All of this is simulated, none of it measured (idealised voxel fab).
Title: Process Module voxel capacitor over wiring
This is section cut - it's 290 nm across, gridded in 5 nm square cells.
We lay out every cross-section as a grid of square cells and spell it out in bands from the top down, where one band means one or more rows of cells. It is stipulated that each band's entry specify, in nanometres, the height of the top of the band and then that of its bottom, followed by the materials of the band in left-to-right sequence, each together with its width in nanometres. A single material marked by the word "everywhere" is understood to fill the band from edge to edge; the word "blank" is understood to denote empty space. We count height from 0. Below that, the starting wafer is all one material. The lowest band never ends at the bottom but goes on down; see "z 0 and below" for how that is written. Note: "30 to 40" means the width goes from the first number (top row of the band) to the second number (bottom row) in equal steps per row of cells. "no change occurred" -> step changed no cross-section cell. You'll see "Sealed internal cavities" listing empty spaces that have no way open to the top, as long as they're 8 cells or more; the notation is width x height at distance, where the distance is from the left edge, and all of it is in nm. Note: text after step settings on the step line = simulator remark on that step. The "overlay nm" setting may appear on a step's line; for a step that uses a mask, it gives how far to the right of its planned position the mask lay, and a negative value indicates the left.
## Steps planned for the process
1,RECEIVE, material Si
2,CONFORMAL_DEP, material SiO2, thk nm 10
3,DIRECTIONAL_DEP, material TiN, thk nm 5
4,DIRECTIONAL_DEP, material W, thk nm 25
5,MASKED_ETCH, tone cover, mask id METAL_1, width nm 20, pitch nm 90, etch materials W, depth nm 25, overlay nm 0
6,MASKED_ETCH, tone cover, mask id METAL_1, width nm 20, pitch nm 90, etch materials TiN, depth nm 5, overlay nm 0
7,FILL_DEP, material SiO2, thk nm 10
8,CMP, height nm 40
9,CONFORMAL_DEP, material SiCN, thk nm 5
10,DIRECTIONAL_DEP, material SiO2, thk nm 20
11,MASKED_ETCH, tone open, mask id PLUG_1, width nm 15, etch materials SiO2, depth nm 20, overlay nm 0
12,MASKED_ETCH, tone open, mask id PLUG_1, width nm 15, etch materials SiCN, depth nm 5, overlay nm 0
13,EPI, material Ru, thk nm 10
14,EPI, material Ru, thk nm 10
15,EPI, material Ru, thk nm 5
16,DIRECTIONAL_DEP, material TiN, thk nm 10
17,DIRECTIONAL_DEP, material HfO2, thk nm 5
18,DIRECTIONAL_DEP, material TiN, thk nm 5
19,MASKED_ETCH, tone cover, mask id UPPER_PLATE, width nm 75, etch materials TiN, depth nm 5, overlay nm 0
20,MASKED_ETCH, tone cover, mask id UPPER_PLATE, width nm 75, etch materials HfO2, depth nm 5, overlay nm 0
21,DIRECTIONAL_DEP, material aC, thk nm 15
22,PATTERN, tone cover, mask id LOWER_PLATE, material resist, width nm 85, thk nm 30, overlay nm 0
23,DIRECTIONAL_ETCH, etch materials aC, depth nm 15
24,STRIP, etch materials resist
25,DIRECTIONAL_ETCH, etch materials TiN, depth nm 10
26,STRIP, etch materials aC
27,FILL_DEP, material SiO2, thk nm 15
28,CMP, height nm 95
29,DIRECTIONAL_DEP, material aC, thk nm 15
30,PATTERN, tone open, mask id PLUG_2, material resist, width nm 15, thk nm 30, overlay nm 0
31,DIRECTIONAL_ETCH, etch materials aC, depth nm 15
32,STRIP, etch materials resist
33,DIRECTIONAL_ETCH, etch materials SiO2, depth nm 10
34,STRIP, etch materials aC
35,CONFORMAL_DEP, material TiN, thk nm 5
36,FILL_DEP, material W, thk nm 5
37,CMP, height nm 95
38,CONFORMAL_DEP, material SiCN, thk nm 5
## Of two wafers, the first: run according to plan
## Shown in cross-section is the wafer as received, that is, as it stands after step 1
    z 0 and below: Si everywhere
    Sealed internal cavities: none
## Wafer xsec, post step 2
    z 10 to 0: SiO2 everywhere
    Everything under 0 stays put, no change at all.
## Wafer xsec, post step 3
    z 15 to 10: TiN everywhere
    Everything under 10 stays put, no change at all.
## Wafer xsec, post step 4
    z 40 to 15: W everywhere
    Everything under 15 stays put, no change at all.
## Wafer xsec, post step 5
    z 40 to 15: blank (90); W (20); blank (70); W (20); blank (90)
    Everything under 15 stays put, no change at all.
## Wafer xsec, post step 6
    z 40 to 15: blank (90); W (20); blank (70); W (20); blank (90)
    z 15 to 10: blank (90); TiN (20); blank (70); TiN (20); blank (90)
    Everything under 10 stays put, no change at all.
## Wafer xsec, post step 7
    z 50 to 40: SiO2 everywhere
    z 40 to 15: SiO2 (90); W (20); SiO2 (70); W (20); SiO2 (90)
    z 15 to 10: SiO2 (90); TiN (20); SiO2 (70); TiN (20); SiO2 (90)
    Everything under 10 stays put, no change at all.
## Wafer xsec, post step 8
    z 40 to 15: SiO2 (90); W (20); SiO2 (70); W (20); SiO2 (90)
    Everything under 15 stays put, no change at all.
## Wafer xsec, post step 9
    z 45 to 40: SiCN everywhere
    Everything under 40 stays put, no change at all.
## Wafer xsec, post step 10
    z 65 to 45: SiO2 everywhere
    Everything under 45 stays put, no change at all.
## Wafer xsec, post step 11
    z 65 to 45: SiO2 (95); blank (15); SiO2 (180)
    Everything under 45 stays put, no change at all.
## Wafer xsec, post step 12
    z 65 to 45: SiO2 (95); blank (15); SiO2 (180)
    z 45 to 40: SiCN (95); blank (15); SiCN (180)
    Everything under 40 stays put, no change at all.
## Wafer xsec, post step 13
    z 65 to 50: SiO2 (95); blank (15); SiO2 (180)
    z 50 to 45: SiO2 (95); Ru (15); SiO2 (180)
    z 45 to 40: SiCN (95); Ru (15); SiCN (180)
    Everything under 40 stays put, no change at all.
## Wafer xsec, post step 14
    z 65 to 60: SiO2 (95); blank (15); SiO2 (180)
    z 60 to 45: SiO2 (95); Ru (15); SiO2 (180)
    Everything under 45 stays put, no change at all.
## Wafer xsec, post step 15
    z 65 to 45: SiO2 (95); Ru (15); SiO2 (180)
    Everything under 45 stays put, no change at all.
## Wafer xsec, post step 16
    z 75 to 65: TiN everywhere
    Everything under 65 stays put, no change at all.
## Wafer xsec, post step 17
    z 80 to 75: HfO2 everywhere
    Everything under 75 stays put, no change at all.
## Wafer xsec, post step 18
    z 85 to 80: TiN everywhere
    Everything under 80 stays put, no change at all.
## Wafer xsec, post step 19
    z 85 to 80: blank (95); TiN (75); blank (120)
    Everything under 80 stays put, no change at all.
## Wafer xsec, post step 20
    z 85 to 80: blank (95); TiN (75); blank (120)
    z 80 to 75: blank (95); HfO2 (75); blank (120)
    Everything under 75 stays put, no change at all.
## Wafer xsec, post step 21
    z 100 to 90: blank (95); aC (75); blank (120)
    z 90 to 85: aC everywhere
    z 85 to 80: aC (95); TiN (75); aC (120)
    z 80 to 75: aC (95); HfO2 (75); aC (120)
    Everything under 75 stays put, no change at all.
## Wafer xsec, post step 22
    z 130 to 100: blank (90); resist (85); blank (115)
    z 100 to 90: blank (90); resist (5); aC (75); resist (5); blank (115)
    Everything under 90 stays put, no change at all.
## Wafer xsec, post step 23
    z 115 to 100: blank (90); resist (85); blank (115)
    z 100 to 90: blank (90); resist (5); aC (75); resist (5); blank (115)
    z 90 to 85: blank (90); aC (85); blank (115)
    z 85 to 80: blank (90); aC (5); TiN (75); aC (5); blank (115)
    z 80 to 75: blank (90); aC (5); HfO2 (75); aC (5); blank (115)
    Everything under 75 stays put, no change at all.
## Wafer xsec, post step 24
    z 100 to 90: blank (95); aC (75); blank (120)
    Everything under 90 stays put, no change at all.
## Wafer xsec, post step 25
    z 100 to 90: blank (95); aC (75); blank (120)
    z 90 to 85: blank (90); aC (85); blank (115)
    z 85 to 80: blank (90); aC (5); TiN (75); aC (5); blank (115)
    z 80 to 75: blank (90); aC (5); HfO2 (75); aC (5); blank (115)
    z 75 to 65: blank (90); TiN (85); blank (115)
    Everything under 65 stays put, no change at all.
## Wafer xsec, post step 26
    z 85 to 80: blank (95); TiN (75); blank (120)
    z 80 to 75: blank (95); HfO2 (75); blank (120)
    Everything under 75 stays put, no change at all.
## Wafer xsec, post step 27
    z 100 to 85: SiO2 everywhere
    z 85 to 80: SiO2 (95); TiN (75); SiO2 (120)
    z 80 to 75: SiO2 (95); HfO2 (75); SiO2 (120)
    z 75 to 65: SiO2 (90); TiN (85); SiO2 (115)
    Everything under 65 stays put, no change at all.
## Wafer xsec, post step 28
    z 95 to 85: SiO2 everywhere
    Everything under 85 stays put, no change at all.
## Wafer xsec, post step 29
    z 110 to 95: aC everywhere
    Everything under 95 stays put, no change at all.
## Wafer xsec, post step 30
    z 140 to 110: resist (105); blank (15); resist (170)
    Everything under 110 stays put, no change at all.
## Wafer xsec, post step 31
    z 125 to 110: resist (105); blank (15); resist (170)
    z 110 to 95: aC (105); blank (15); aC (170)
    Everything under 95 stays put, no change at all.
## Wafer xsec, post step 32
    z 110 to 95: aC (105); blank (15); aC (170)
    Everything under 95 stays put, no change at all.
## Wafer xsec, post step 33
    z 110 to 95: aC (105); blank (15); aC (170)
    z 95 to 85: SiO2 (105); blank (15); SiO2 (170)
    Everything under 85 stays put, no change at all.
## Wafer xsec, post step 34
    z 95 to 85: SiO2 (105); blank (15); SiO2 (170)
    Everything under 85 stays put, no change at all.
## Wafer xsec, post step 35
    z 100 to 95: TiN (110); blank (5); TiN (175)
    z 95 to 90: SiO2 (105); TiN (5); blank (5); TiN (5); SiO2 (170)
    z 90 to 80: SiO2 (105 to 95); TiN (15 to 75); SiO2 (170 to 120)
    Everything under 80 stays put, no change at all.
## Wafer xsec, post step 36
    z 105 to 100: W everywhere
    z 100 to 95: TiN (110); W (5); TiN (175)
    z 95 to 90: SiO2 (105); TiN (5); W (5); TiN (5); SiO2 (170)
    Everything under 90 stays put, no change at all.
## Wafer xsec, post step 37
    z 95 to 90: SiO2 (105); TiN (5); W (5); TiN (5); SiO2 (170)
    Everything under 90 stays put, no change at all.
## Wafer xsec, post step 38
    z 100 to 95: SiCN everywhere
    Everything under 95 stays put, no change at all.
## Second wafer. Start and plan as for the first. One mistake made in running. Agrees with the first up to and including step 16
## Cross-section of the second wafer at the time by which step 17 should have been completed according to the plan
    z 80 to 65: TiN everywhere
    Everything under 65 stays put, no change at all.
## Cross-section of the second wafer at the time by which step 18 should have been completed according to the plan
    z 85 to 80: HfO2 everywhere
    Everything under 80 stays put, no change at all.
Cross-section of the second wafer at the time by which step 19 should have been completed according to the plan: no change occurred
## Cross-section of the second wafer at the time by which step 20 should have been completed according to the plan
    z 85 to 80: blank (95); HfO2 (75); blank (120)
    Everything under 80 stays put, no change at all.
## Cross-section of the second wafer at the time by which step 21 should have been completed according to the plan
    z 100 to 95: blank (95); aC (75); blank (120)
    z 95 to 85: aC everywhere
    z 85 to 80: aC (95); HfO2 (75); aC (120)
    Everything under 80 stays put, no change at all.
## Cross-section of the second wafer at the time by which step 22 should have been completed according to the plan
    z 130 to 100: blank (90); resist (85); blank (115)
    z 100 to 95: blank (90); resist (5); aC (75); resist (5); blank (115)
    Everything under 95 stays put, no change at all.
## Cross-section of the second wafer at the time by which step 23 should have been completed according to the plan
    z 115 to 100: blank (90); resist (85); blank (115)
    z 100 to 95: blank (90); resist (5); aC (75); resist (5); blank (115)
    z 95 to 85: blank (90); aC (85); blank (115)
    z 85 to 80: blank (90); aC (5); HfO2 (75); aC (5); blank (115)
    Everything under 80 stays put, no change at all.
## Cross-section of the second wafer at the time by which step 24 should have been completed according to the plan
    z 100 to 95: blank (95); aC (75); blank (120)
    Everything under 95 stays put, no change at all.
## Cross-section of the second wafer at the time by which step 25 should have been completed according to the plan
    z 100 to 95: blank (95); aC (75); blank (120)
    z 95 to 85: blank (90); aC (85); blank (115)
    z 85 to 80: blank (90); aC (5); HfO2 (75); aC (5); blank (115)
    z 80 to 70: blank (90); TiN (85); blank (115)
    Everything under 70 stays put, no change at all.
## Cross-section of the second wafer at the time by which step 26 should have been completed according to the plan
    z 85 to 80: blank (95); HfO2 (75); blank (120)
    Everything under 80 stays put, no change at all.
## Cross-section of the second wafer at the time by which step 27 should have been completed according to the plan
    z 100 to 85: SiO2 everywhere
    z 85 to 80: SiO2 (95); HfO2 (75); SiO2 (120)
    z 80 to 70: SiO2 (90); TiN (85); SiO2 (115)
    Everything under 70 stays put, no change at all.
## Cross-section of the second wafer at the time by which step 28 should have been completed according to the plan
    z 95 to 85: SiO2 everywhere
    Everything under 85 stays put, no change at all.
## Cross-section of the second wafer at the time by which step 29 should have been completed according to the plan
    z 110 to 95: aC everywhere
    Everything under 95 stays put, no change at all.
## Cross-section of the second wafer at the time by which step 30 should have been completed according to the plan
    z 140 to 110: resist (105); blank (15); resist (170)
    Everything under 110 stays put, no change at all.
## Cross-section of the second wafer at the time by which step 31 should have been completed according to the plan
    z 125 to 110: resist (105); blank (15); resist (170)
    z 110 to 95: aC (105); blank (15); aC (170)
    Everything under 95 stays put, no change at all.
## Cross-section of the second wafer at the time by which step 32 should have been completed according to the plan
    z 110 to 95: aC (105); blank (15); aC (170)
    Everything under 95 stays put, no change at all.
## Cross-section of the second wafer at the time by which step 33 should have been completed according to the plan
    z 110 to 95: aC (105); blank (15); aC (170)
    z 95 to 85: SiO2 (105); blank (15); SiO2 (170)
    Everything under 85 stays put, no change at all.
## Cross-section of the second wafer at the time by which step 34 should have been completed according to the plan
    z 95 to 85: SiO2 (105); blank (15); SiO2 (170)
    Everything under 85 stays put, no change at all.
## Cross-section of the second wafer at the time by which step 35 should have been completed according to the plan
    z 100 to 95: TiN (110); blank (5); TiN (175)
    z 95 to 90: SiO2 (105); TiN (5); blank (5); TiN (5); SiO2 (170)
    z 90 to 85: SiO2 (105); TiN (15); SiO2 (170)
    Everything under 85 stays put, no change at all.
## Cross-section of the second wafer at the time by which step 36 should have been completed according to the plan
    z 105 to 100: W everywhere
    z 100 to 95: TiN (110); W (5); TiN (175)
    z 95 to 90: SiO2 (105); TiN (5); W (5); TiN (5); SiO2 (170)
    Everything under 90 stays put, no change at all.
## Cross-section of the second wafer at the time by which step 37 should have been completed according to the plan
    z 95 to 90: SiO2 (105); TiN (5); W (5); TiN (5); SiO2 (170)
    Everything under 90 stays put, no change at all.
## Cross-section of the second wafer at the time by which step 38 should have been completed according to the plan
    z 100 to 95: SiCN everywhere
    Everything under 95 stays put, no change at all.
Processing error: a sequencing error occurred in which plan steps 17 and 18 were transposed
Final cells, second wafer relative to first, materials higher or lower: SiO2 -43, TiN +43
